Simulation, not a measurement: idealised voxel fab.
The following process module bears the name voxel self aligned vias.
This is section cut - it's 205 nm across, gridded in 5 nm square cells.
A cross-section is written here as square cells arranged in a grid, and it is given in bands from the top down, each band taking up one or more rows of cells.
The band entry comprises the height of the band's top followed by the height of its bottom, expressed in nm, and subsequently the band's materials from left to right, each stated together with its width in nm. Where a single material is marked with the word "edge to edge", that material fills the band from edge to edge. The word "empty" represents empty space.
Below 0: as-received wafer, all one material; heights counted from there. Lowest band: no bottom, goes on down, written "top 0, no bottom".
The two numbers in a width such as "30..40" mark its ends across the band: the first belongs to the top row of cells, the second to the bottom row, and from each row to the next the width moves by the same amount.
"changes: none" means the step left every cell of the cross-section as it was.
The entry "Closed internal cavities" lists the empty spaces that cover at least 8 cells and have no open path to the top. Each is written as width x height at distance, where the distance is measured from the left edge and all three values are in nm.
after a step's settings: what the simulator itself notes on the step
Each step line may optionally specify "overlay nm", which for a step with a mask gives the rightward distance between the mask's planned place and where it lay, a negative value indicating the leftward direction.

# Planned process steps
1,RECEIVE with material Si
2,CONFORMAL_DEP with material SiO2, thk nm 15
3,CONFORMAL_DEP with material SiCN, thk nm 5
4,DIRECTIONAL_DEP with material SiO2, thk nm 20
5,PATTERN with tone open, mask id LINES, material resist, width nm 25, pitch nm 60, thk nm 20, overlay nm 0
6,DIRECTIONAL_ETCH with etch materials SiO2, depth nm 20
7,STRIP with etch materials resist
8,CONFORMAL_DEP with material TiN, thk nm 5
9,FILL_DEP with material Ru, thk nm 5
10,CMP with height nm 40
11,SELECTIVE_ETCH with etch materials W Ru TiN, depth nm 5
12,FILL_DEP with material SiN, thk nm 5
13,CMP with height nm 40
14,DIRECTIONAL_DEP with material SiO2, thk nm 15
15,MASKED_ETCH with tone open, mask id VIAS, width nm 45, pitch nm 60, etch materials SiO2, depth nm 15, overlay nm 0
16,MASKED_ETCH with tone open, mask id VIAS, width nm 45, pitch nm 60, etch materials SiN, depth nm 5, overlay nm 0
17,CONFORMAL_DEP with material TiN, thk nm 5
18,FILL_DEP with material W, thk nm 5
19,CMP with height nm 55
20,CONFORMAL_DEP with material SiN, thk nm 5

# Cross-section of the wafer upon arrival, representing the state reached after step 1
> top 0, no bottom = Si edge to edge
> Closed internal cavities: none

# Sectioned view, first of two wafers, at the close of the module, processed as intended in the plan
> top 60, bottom 55 = SiN edge to edge
> top 55, bottom 45 = SiO2=20; TiN=5; W=35; TiN=5; SiO2=15; TiN=5; W=35; TiN=5; SiO2=15; TiN=5; W=35; TiN=5; SiO2=20
> top 45, bottom 40 = SiO2=20; TiN=15; W=15; TiN=15; SiO2=15; TiN=15; W=15; TiN=15; SiO2=15; TiN=15; W=15; TiN=15; SiO2=20
> top 40, bottom 35 = SiO2=30; TiN=25; SiO2=35; TiN=25; SiO2=35; TiN=25; SiO2=30
> top 35, bottom 25 = SiO2=30; TiN=5; Ru=15; TiN=5; SiO2=35; TiN=5; Ru=15; TiN=5; SiO2=35; TiN=5; Ru=15; TiN=5; SiO2=30
> top 25, bottom 20 = SiO2=30; TiN=25; SiO2=35; TiN=25; SiO2=35; TiN=25; SiO2=30
> top 20, bottom 15 = SiCN edge to edge
> top 15, bottom 0 = SiO2 edge to edge
> top 0, no bottom = Si edge to edge
> Closed internal cavities: none

# Second of two wafers, module complete, sectioned: it shares the first wafer's start and plan but was run with one mistake
> top 60, bottom 55 = SiN edge to edge
> top 55, bottom 45 = SiO2=20; TiN=5; W=35; TiN=5; SiO2=15; TiN=5; W=35; TiN=5; SiO2=15; TiN=5; W=35; TiN=5; SiO2=20
> top 45, bottom 40 = SiO2=20; TiN=15; W=15; TiN=15; SiO2=15; TiN=15; W=15; TiN=15; SiO2=15; TiN=15; W=15; TiN=15; SiO2=20
> top 40, bottom 35 = SiO2=30; TiN=25; SiO2=35; TiN=25; SiO2=35; TiN=25; SiO2=30
> top 35, bottom 25 = SiO2=30; TiN=5; Ru=15; TiN=5; SiO2=35; TiN=5; Ru=15; TiN=5; SiO2=35; TiN=5; Ru=15; TiN=5; SiO2=30
> top 25, bottom 20 = SiO2=30; TiN=25; SiO2=35; TiN=25; SiO2=35; TiN=25; SiO2=30
> top 20, bottom 5 = SiO2 edge to edge
> top 5, bottom 0 = SiCN edge to edge
> top 0, no bottom = Si edge to edge
> Closed internal cavities: none
Plan not followed: the executed order of steps 2 and 3 is the reverse of that specified in the plan, each step having taken the other's position
Same inventory, different map: at the end, the second wafer holds as many cells of each material as the first, placed elsewhere.
